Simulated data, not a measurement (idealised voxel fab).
process module | voxel capacitor over wiring
cross-section cut | 225 nm wide | cells 5 nm
A cross-section is a grid of square cells, given in bands from the top down. A band is one or more rows of cells.
Each band's line starts with the height of the band's top and of its bottom, in nm. Then come its materials from left to right, each with its width in nm. One material with "throughout" fills the band from edge to edge. "air" is empty space.
Height 0 is the level under which the wafer as received is all one material. The lowest band goes on downwards, as in "0 down".
A width such as "30 to 40" changes by the same amount from each row of cells to the next, from the band's top row to its bottom row.
"no change" after a step means that no cell of the cross-section changed.
closed voids: empty space of 8 cells or more with no open way to the top, each as width x height at its distance from the left edge, in nm
after a step's settings: what the simulator itself notes on the step
overlay nm, on a step with a mask: how far to the right of its planned place the mask lay; to the left if negative
plan
1 op RECEIVE | material Si
2 op CONFORMAL_DEP | material SiO2 | thk nm 10
3 op DIRECTIONAL_DEP | material TiN | thk nm 5
4 op DIRECTIONAL_DEP | material W | thk nm 25
5 op DIRECTIONAL_DEP | material aC | thk nm 15
6 op PATTERN | tone cover | mask id METAL_1 | material resist | width nm 20 | pitch nm 90 | thk nm 30 | overlay nm 0
7 op DIRECTIONAL_ETCH | etch materials aC | depth nm 15
8 op STRIP | etch materials resist
9 op DIRECTIONAL_ETCH | etch materials W | depth nm 25
10 op DIRECTIONAL_ETCH | etch materials TiN | depth nm 5
11 op STRIP | etch materials aC
12 op FILL_DEP | material lowk | thk nm 5
13 op CMP | height nm 40
14 op CONFORMAL_DEP | material SiCN | thk nm 5
15 op DIRECTIONAL_DEP | material SiO2 | thk nm 15
16 op DIRECTIONAL_DEP | material aC | thk nm 15
17 op PATTERN | tone open | mask id PLUG_1 | material resist | width nm 15 | thk nm 35 | overlay nm 0
18 op DIRECTIONAL_ETCH | etch materials aC | depth nm 15
19 op STRIP | etch materials resist
20 op DIRECTIONAL_ETCH | etch materials SiO2 | depth nm 15
21 op DIRECTIONAL_ETCH | etch materials SiCN | depth nm 5
22 op STRIP | etch materials aC
23 op EPI | material Ru | thk nm 10
24 op EPI | material Ru | thk nm 10
25 op DIRECTIONAL_DEP | material TiN | thk nm 10
26 op DIRECTIONAL_DEP | material Al2O3 | thk nm 5
27 op DIRECTIONAL_DEP | material TiN | thk nm 5
28 op DIRECTIONAL_DEP | material aC | thk nm 15
29 op PATTERN | tone cover | mask id UPPER_PLATE | material resist | width nm 75 | thk nm 35 | overlay nm 0
30 op DIRECTIONAL_ETCH | etch materials aC | depth nm 15
31 op STRIP | etch materials resist
32 op DIRECTIONAL_ETCH | etch materials TiN | depth nm 5
33 op DIRECTIONAL_ETCH | etch materials Al2O3 | depth nm 5
34 op STRIP | etch materials aC
35 op PATTERN | tone cover | mask id LOWER_PLATE | material resist | width nm 85 | thk nm 15 | overlay nm 0
36 op DIRECTIONAL_ETCH | etch materials TiN | depth nm 10
37 op STRIP | etch materials resist
38 op FILL_DEP | material SiO2 | thk nm 15
39 op CMP | height nm 90
40 op MASKED_ETCH | tone open | mask id PLUG_2 | width nm 15 | etch materials SiO2 | depth nm 10 | overlay nm 0
41 op CONFORMAL_DEP | material TiN | thk nm 5
42 op FILL_DEP | material Ru | thk nm 5
43 op CMP | height nm 90
44 op CONFORMAL_DEP | material SiCN | thk nm 5
first wafer, as planned
as received, after step 1
  0 down: Si throughout
  closed voids: none
after step 2
  10 to 0: SiO2 throughout
  below 0: unchanged
after step 3
  15 to 10: TiN throughout
  below 10: unchanged
after step 4
  40 to 15: W throughout
  below 15: unchanged
after step 5
  55 to 40: aC throughout
  below 40: unchanged
after step 6
  85 to 55: air 55 | resist 20 | air 70 | resist 20 | air 60
  below 55: unchanged
after step 7
  70 to 55: air 55 | resist 20 | air 70 | resist 20 | air 60
  55 to 40: air 55 | aC 20 | air 70 | aC 20 | air 60
  below 40: unchanged
after step 8
  55 to 40: air 55 | aC 20 | air 70 | aC 20 | air 60
  below 40: unchanged
after step 9
  55 to 40: air 55 | aC 20 | air 70 | aC 20 | air 60
  40 to 15: air 55 | W 20 | air 70 | W 20 | air 60
  below 15: unchanged
after step 10
  55 to 40: air 55 | aC 20 | air 70 | aC 20 | air 60
  40 to 15: air 55 | W 20 | air 70 | W 20 | air 60
  15 to 10: air 55 | TiN 20 | air 70 | TiN 20 | air 60
  below 10: unchanged
after step 11
  40 to 15: air 55 | W 20 | air 70 | W 20 | air 60
  below 15: unchanged
after step 12
  45 to 40: lowk throughout
  40 to 15: lowk 55 | W 20 | lowk 70 | W 20 | lowk 60
  15 to 10: lowk 55 | TiN 20 | lowk 70 | TiN 20 | lowk 60
  below 10: unchanged
after step 13
  40 to 15: lowk 55 | W 20 | lowk 70 | W 20 | lowk 60
  below 15: unchanged
after step 14
  45 to 40: SiCN throughout
  below 40: unchanged
after step 15
  60 to 45: SiO2 throughout
  below 45: unchanged
after step 16
  75 to 60: aC throughout
  below 60: unchanged
after step 17
  110 to 75: resist 60 | air 15 | resist 150
  below 75: unchanged
after step 18
  95 to 75: resist 60 | air 15 | resist 150
  75 to 60: aC 60 | air 15 | aC 150
  below 60: unchanged
after step 19
  75 to 60: aC 60 | air 15 | aC 150
  below 60: unchanged
after step 20
  75 to 60: aC 60 | air 15 | aC 150
  60 to 45: SiO2 60 | air 15 | SiO2 150
  below 45: unchanged
after step 21
  75 to 60: aC 60 | air 15 | aC 150
  60 to 45: SiO2 60 | air 15 | SiO2 150
  45 to 40: SiCN 60 | air 15 | SiCN 150
  below 40: unchanged
after step 22
  60 to 45: SiO2 60 | air 15 | SiO2 150
  below 45: unchanged
after step 23
  60 to 50: SiO2 60 | air 15 | SiO2 150
  50 to 45: SiO2 60 | Ru 15 | SiO2 150
  45 to 40: SiCN 60 | Ru 15 | SiCN 150
  below 40: unchanged
after step 24
  60 to 45: SiO2 60 | Ru 15 | SiO2 150
  below 45: unchanged
after step 25
  70 to 60: TiN throughout
  below 60: unchanged
after step 26
  75 to 70: Al2O3 throughout
  below 70: unchanged
after step 27
  80 to 75: TiN throughout
  below 75: unchanged
after step 28
  95 to 80: aC throughout
  below 80: unchanged
after step 29
  130 to 95: air 60 | resist 75 | air 90
  below 95: unchanged
after step 30
  115 to 95: air 60 | resist 75 | air 90
  95 to 80: air 60 | aC 75 | air 90
  below 80: unchanged
after step 31
  95 to 80: air 60 | aC 75 | air 90
  below 80: unchanged
after step 32
  95 to 80: air 60 | aC 75 | air 90
  80 to 75: air 60 | TiN 75 | air 90
  below 75: unchanged
after step 33
  95 to 80: air 60 | aC 75 | air 90
  80 to 75: air 60 | TiN 75 | air 90
  75 to 70: air 60 | Al2O3 75 | air 90
  below 70: unchanged
after step 34
  80 to 75: air 60 | TiN 75 | air 90
  below 75: unchanged
after step 35
  95 to 80: air 55 | resist 85 | air 85
  80 to 75: air 55 | resist 5 | TiN 75 | resist 5 | air 85
  75 to 70: air 55 | resist 5 | Al2O3 75 | resist 5 | air 85
  below 70: unchanged
after step 36
  95 to 80: air 55 | resist 85 | air 85
  80 to 75: air 55 | resist 5 | TiN 75 | resist 5 | air 85
  75 to 70: air 55 | resist 5 | Al2O3 75 | resist 5 | air 85
  70 to 60: air 55 | TiN 85 | air 85
  below 60: unchanged
after step 37
  80 to 75: air 60 | TiN 75 | air 90
  75 to 70: air 60 | Al2O3 75 | air 90
  below 70: unchanged
after step 38
  95 to 80: SiO2 throughout
  80 to 75: SiO2 60 | TiN 75 | SiO2 90
  75 to 70: SiO2 60 | Al2O3 75 | SiO2 90
  70 to 60: SiO2 55 | TiN 85 | SiO2 85
  below 60: unchanged
after step 39
  90 to 80: SiO2 throughout
  below 80: unchanged
after step 40
  90 to 80: SiO2 70 | air 15 | SiO2 140
  below 80: unchanged
after step 41
  95 to 90: TiN 75 | air 5 | TiN 145
  90 to 85: SiO2 70 | TiN 5 | air 5 | TiN 5 | SiO2 140
  85 to 75: SiO2 70 to 60 | TiN 15 to 75 | SiO2 140 to 90
  below 75: unchanged
after step 42
  100 to 95: Ru throughout
  95 to 90: TiN 75 | Ru 5 | TiN 145
  90 to 85: SiO2 70 | TiN 5 | Ru 5 | TiN 5 | SiO2 140
  below 85: unchanged
after step 43
  90 to 85: SiO2 70 | TiN 5 | Ru 5 | TiN 5 | SiO2 140
  below 85: unchanged
after step 44
  95 to 90: SiCN throughout
  below 90: unchanged
second wafer: like start, like plan, one mistake. Through step 42 it matches the first wafer
when step 43 should have ended
  80 to 75: SiO2 60 | TiN 75 | SiO2 90
  below 75: unchanged
when step 44 should have ended
  85 to 80: SiCN throughout
  below 80: unchanged
what went wrong: step 43 ran as: op CMP | height nm 80
at the end the second wafer has, in cells: 1 fewer of Ru | 84 fewer of SiO2 | 5 fewer of TiN
